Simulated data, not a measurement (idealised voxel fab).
process module | voxel capacitor over wiring
cross-section cut | 220 nm wide | cells 5 nm
A cross-section is a grid of square cells, given in bands from the top down. A band is one or more rows of cells.
Each band's line starts with the height of the band's top and of its bottom, in nm. Then come its materials from left to right, each with its width in nm. One material with "throughout" fills the band from edge to edge. "air" is empty space.
Height 0 is the level under which the wafer as received is all one material. The lowest band goes on downwards, as in "0 down".
A width such as "30 to 40" changes by the same amount from each row of cells to the next, from the band's top row to its bottom row.
"no change" after a step means that no cell of the cross-section changed.
closed voids: empty space of 8 cells or more with no open way to the top, each as width x height at its distance from the left edge, in nm
after a step's settings: what the simulator itself notes on the step
overlay nm, on a step with a mask: how far to the right of its planned place the mask lay; to the left if negative
plan
1 op RECEIVE | material Si
2 op CONFORMAL_DEP | material SiO2 | thk nm 10
3 op DIRECTIONAL_DEP | material TiN | thk nm 5
4 op DIRECTIONAL_DEP | material W | thk nm 20
5 op DIRECTIONAL_DEP | material aC | thk nm 10
6 op PATTERN | tone cover | mask id METAL_1 | material resist | width nm 20 | pitch nm 70 | thk nm 30 | overlay nm 0
7 op DIRECTIONAL_ETCH | etch materials aC | depth nm 10
8 op STRIP | etch materials resist
9 op DIRECTIONAL_ETCH | etch materials W | depth nm 20
10 op DIRECTIONAL_ETCH | etch materials TiN | depth nm 5
11 op STRIP | etch materials aC
12 op FILL_DEP | material SiO2 | thk nm 10
13 op CMP | height nm 35
14 op CONFORMAL_DEP | material SiCN | thk nm 5
15 op DIRECTIONAL_DEP | material SiO2 | thk nm 20
16 op PATTERN | tone open | mask id PLUG_1 | material resist | width nm 15 | thk nm 20 | overlay nm 0
17 op DIRECTIONAL_ETCH | etch materials SiO2 | depth nm 20
18 op DIRECTIONAL_ETCH | etch materials SiCN | depth nm 5
19 op STRIP | etch materials resist
20 op CONFORMAL_DEP | material TiN | thk nm 5
21 op FILL_DEP | material Cu | thk nm 5
22 op CMP | height nm 60
23 op DIRECTIONAL_DEP | material TiN | thk nm 10
24 op DIRECTIONAL_DEP | material HfO2 | thk nm 5
25 op DIRECTIONAL_DEP | material TiN | thk nm 5
26 op MASKED_ETCH | tone cover | mask id UPPER_PLATE | width nm 55 | etch materials TiN | depth nm 5 | overlay nm 0
27 op MASKED_ETCH | tone cover | mask id UPPER_PLATE | width nm 55 | etch materials HfO2 | depth nm 5 | overlay nm 0
28 op MASKED_ETCH | tone cover | mask id LOWER_PLATE | width nm 65 | etch materials TiN | depth nm 10 | overlay nm 0
29 op FILL_DEP | material SiO2 | thk nm 20
30 op CMP | height nm 95
31 op PATTERN | tone open | mask id PLUG_2 | material resist | width nm 15 | thk nm 15 | overlay nm 0
32 op DIRECTIONAL_ETCH | etch materials SiO2 | depth nm 15
33 op STRIP | etch materials resist
34 op CONFORMAL_DEP | material TiN | thk nm 5
35 op FILL_DEP | material Cu | thk nm 10
36 op CMP | height nm 95
37 op CONFORMAL_DEP | material SiN | thk nm 5
first wafer, as planned
as received, after step 1
  0 down: Si throughout
  closed voids: none
after step 2
  10 to 0: SiO2 throughout
  below 0: unchanged
after step 3
  15 to 10: TiN throughout
  below 10: unchanged
after step 4
  35 to 15: W throughout
  below 15: unchanged
after step 5
  45 to 35: aC throughout
  below 35: unchanged
after step 6
  75 to 45: air 65 | resist 20 | air 50 | resist 20 | air 65
  below 45: unchanged
after step 7
  65 to 45: air 65 | resist 20 | air 50 | resist 20 | air 65
  45 to 35: air 65 | aC 20 | air 50 | aC 20 | air 65
  below 35: unchanged
after step 8
  45 to 35: air 65 | aC 20 | air 50 | aC 20 | air 65
  below 35: unchanged
after step 9
  45 to 35: air 65 | aC 20 | air 50 | aC 20 | air 65
  35 to 15: air 65 | W 20 | air 50 | W 20 | air 65
  below 15: unchanged
after step 10
  45 to 35: air 65 | aC 20 | air 50 | aC 20 | air 65
  35 to 15: air 65 | W 20 | air 50 | W 20 | air 65
  15 to 10: air 65 | TiN 20 | air 50 | TiN 20 | air 65
  below 10: unchanged
after step 11
  35 to 15: air 65 | W 20 | air 50 | W 20 | air 65
  below 15: unchanged
after step 12
  45 to 35: SiO2 throughout
  35 to 15: SiO2 65 | W 20 | SiO2 50 | W 20 | SiO2 65
  15 to 10: SiO2 65 | TiN 20 | SiO2 50 | TiN 20 | SiO2 65
  below 10: unchanged
after step 13
  35 to 15: SiO2 65 | W 20 | SiO2 50 | W 20 | SiO2 65
  below 15: unchanged
after step 14
  40 to 35: SiCN throughout
  below 35: unchanged
after step 15
  60 to 40: SiO2 throughout
  below 40: unchanged
after step 16
  80 to 60: resist 70 | air 15 | resist 135
  below 60: unchanged
after step 17
  80 to 60: resist 70 | air 15 | resist 135
  60 to 40: SiO2 70 | air 15 | SiO2 135
  below 40: unchanged
after step 18
  80 to 60: resist 70 | air 15 | resist 135
  60 to 40: SiO2 70 | air 15 | SiO2 135
  40 to 35: SiCN 70 | air 15 | SiCN 135
  below 35: unchanged
after step 19
  60 to 40: SiO2 70 | air 15 | SiO2 135
  below 40: unchanged
after step 20
  65 to 60: TiN 75 | air 5 | TiN 140
  60 to 40: SiO2 70 | TiN 5 | air 5 | TiN 5 | SiO2 135
  40 to 35: SiCN 70 | TiN 15 | SiCN 135
  below 35: unchanged
after step 21
  70 to 65: Cu throughout
  65 to 60: TiN 75 | Cu 5 | TiN 140
  60 to 40: SiO2 70 | TiN 5 | Cu 5 | TiN 5 | SiO2 135
  below 40: unchanged
after step 22
  60 to 40: SiO2 70 | TiN 5 | Cu 5 | TiN 5 | SiO2 135
  below 40: unchanged
after step 23
  70 to 60: TiN throughout
  below 60: unchanged
after step 24
  75 to 70: HfO2 throughout
  below 70: unchanged
after step 25
  80 to 75: TiN throughout
  below 75: unchanged
after step 26
  80 to 75: air 70 | TiN 55 | air 95
  below 75: unchanged
after step 27
  80 to 75: air 70 | TiN 55 | air 95
  75 to 70: air 70 | HfO2 55 | air 95
  below 70: unchanged
after step 28
  80 to 75: air 70 | TiN 55 | air 95
  75 to 70: air 70 | HfO2 55 | air 95
  70 to 60: air 65 | TiN 65 | air 90
  below 60: unchanged
after step 29
  100 to 80: SiO2 throughout
  80 to 75: SiO2 70 | TiN 55 | SiO2 95
  75 to 70: SiO2 70 | HfO2 55 | SiO2 95
  70 to 60: SiO2 65 | TiN 65 | SiO2 90
  below 60: unchanged
after step 30
  95 to 80: SiO2 throughout
  below 80: unchanged
after step 31
  110 to 95: resist 80 | air 15 | resist 125
  below 95: unchanged
after step 32
  110 to 95: resist 80 | air 15 | resist 125
  95 to 80: SiO2 80 | air 15 | SiO2 125
  below 80: unchanged
after step 33
  95 to 80: SiO2 80 | air 15 | SiO2 125
  below 80: unchanged
after step 34
  100 to 95: TiN 85 | air 5 | TiN 130
  95 to 85: SiO2 80 | TiN 5 | air 5 | TiN 5 | SiO2 125
  85 to 75: SiO2 80 to 70 | TiN 15 to 55 | SiO2 125 to 95
  below 75: unchanged
after step 35
  110 to 100: Cu throughout
  100 to 95: TiN 85 | Cu 5 | TiN 130
  95 to 85: SiO2 80 | TiN 5 | Cu 5 | TiN 5 | SiO2 125
  below 85: unchanged
after step 36
  95 to 85: SiO2 80 | TiN 5 | Cu 5 | TiN 5 | SiO2 125
  below 85: unchanged
after step 37
  100 to 95: SiN throughout
  below 95: unchanged
second wafer: like start, like plan, one mistake. Through step 30 it matches the first wafer
when step 31 should have ended
  110 to 95: resist 75 | air 25 | resist 120
  below 95: unchanged
when step 32 should have ended
  110 to 95: resist 75 | air 25 | resist 120
  95 to 80: SiO2 75 | air 25 | SiO2 120
  below 80: unchanged
when step 33 should have ended
  95 to 80: SiO2 75 | air 25 | SiO2 120
  below 80: unchanged
when step 34 should have ended
  100 to 95: TiN 80 | air 15 | TiN 125
  95 to 85: SiO2 75 | TiN 5 | air 15 | TiN 5 | SiO2 120
  85 to 75: SiO2 75 to 70 | TiN 25 to 55 | SiO2 120 to 95
  below 75: unchanged
when step 35 should have ended
  110 to 100: Cu throughout
  100 to 95: TiN 80 | Cu 15 | TiN 125
  95 to 85: SiO2 75 | TiN 5 | Cu 15 | TiN 5 | SiO2 120
  below 85: unchanged
when step 36 should have ended
  95 to 85: SiO2 75 | TiN 5 | Cu 15 | TiN 5 | SiO2 120
  below 85: unchanged
when step 37 should have ended
  100 to 95: SiN throughout
  below 95: unchanged
what went wrong: step 31 ran as: op PATTERN | tone open | mask id PLUG_2 | material resist | width nm 25 | thk nm 15 | overlay nm 0
at the end the second wafer has, in cells: 4 more of Cu | 6 fewer of SiO2 | 2 more of TiN
